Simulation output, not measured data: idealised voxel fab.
Process module name: voxel local oxidation
Each square cell in cross-section cut measures 5 nm, and the section as a whole is 300 nm wide.
This document writes a cross-section as a grid whose cells are square, and gives it as bands, listed from the top down; one or more rows of cells form a band.
Look at the band entry: it leads with the top's height and the bottom's height in nm. Then it lists the materials left to right, with a width in nm for each. The word "edge to edge" on a single material says that material fills the band edge to edge. The word "empty" is empty space.
Convention: height 0 is the level below which the wafer, as received, is all one material. The lowest band does not terminate at the bottom but continues downward, represented as "0 -> down".
Width: "30->40" (first number = top row, second number = bottom row, same change from row to row of cells).
Step marked "changes: none"? Then no cell in the cross-section changed in it.
"Closed empty spaces" specifies each empty space that is not open to the top and that occupies no fewer than 8 cells, using the form width x height at distance, the distance measured from the left edge and all three quantities in nm.
Read whatever lies past the settings on a step's line as the simulator's own remark about the step.
If you see "overlay nm" on a step's line and that step has a mask, it's telling you how far right of where it was planned the mask ended up; a negative number means it went left instead.

These are the steps we planned for the process:
- 1: RECEIVE: material Si
- 2: CONFORMAL_DEP: material SiO2, thk nm 5
- 3: CONFORMAL_DEP: material SiN, thk nm 15
- 4: PATTERN: tone cover, mask id ACTIVE, material resist, width nm 100, thk nm 15, overlay nm 0
- 5: DIRECTIONAL_ETCH: etch materials SiN, depth nm 15
- 6: STRIP: etch materials resist
- 7: SELECTIVE_ETCH: etch materials SiO2, depth nm 5
- 8: OXIDIZE: depth nm 10
- 9: STRIP: etch materials SiN

As-received wafer cross-section (after step 1):
> 0 -> down | Si edge to edge
> Closed empty spaces: none

Run as planned - first of the two wafers cross-sectioned at the end of the module:
> 5 -> 0 | empty 105 nm | SiO2 90 nm | empty 105 nm
> 0 -> -10 | SiO2 115 nm | Si 70 nm | SiO2 115 nm
> -10 -> down | Si edge to edge
> Closed empty spaces: none

Here's the second of our two wafers sectioned at module end. Same start as the first, same plan, but one mistake got made running it:
> 5 -> 0 | empty 105 nm | SiO2 90 nm | empty 105 nm
> 0 -> -20 | SiO2 125 nm | Si 50 nm | SiO2 125 nm
> -20 -> down | Si edge to edge
> Closed empty spaces: none
Which mistake was made when the wafer was run? step 8 was not run as planned; what actually ran was OXIDIZE: depth nm 20
At the finish, the second wafer shows more or fewer cells for some materials than the first does: -108 Si; +108 SiO2
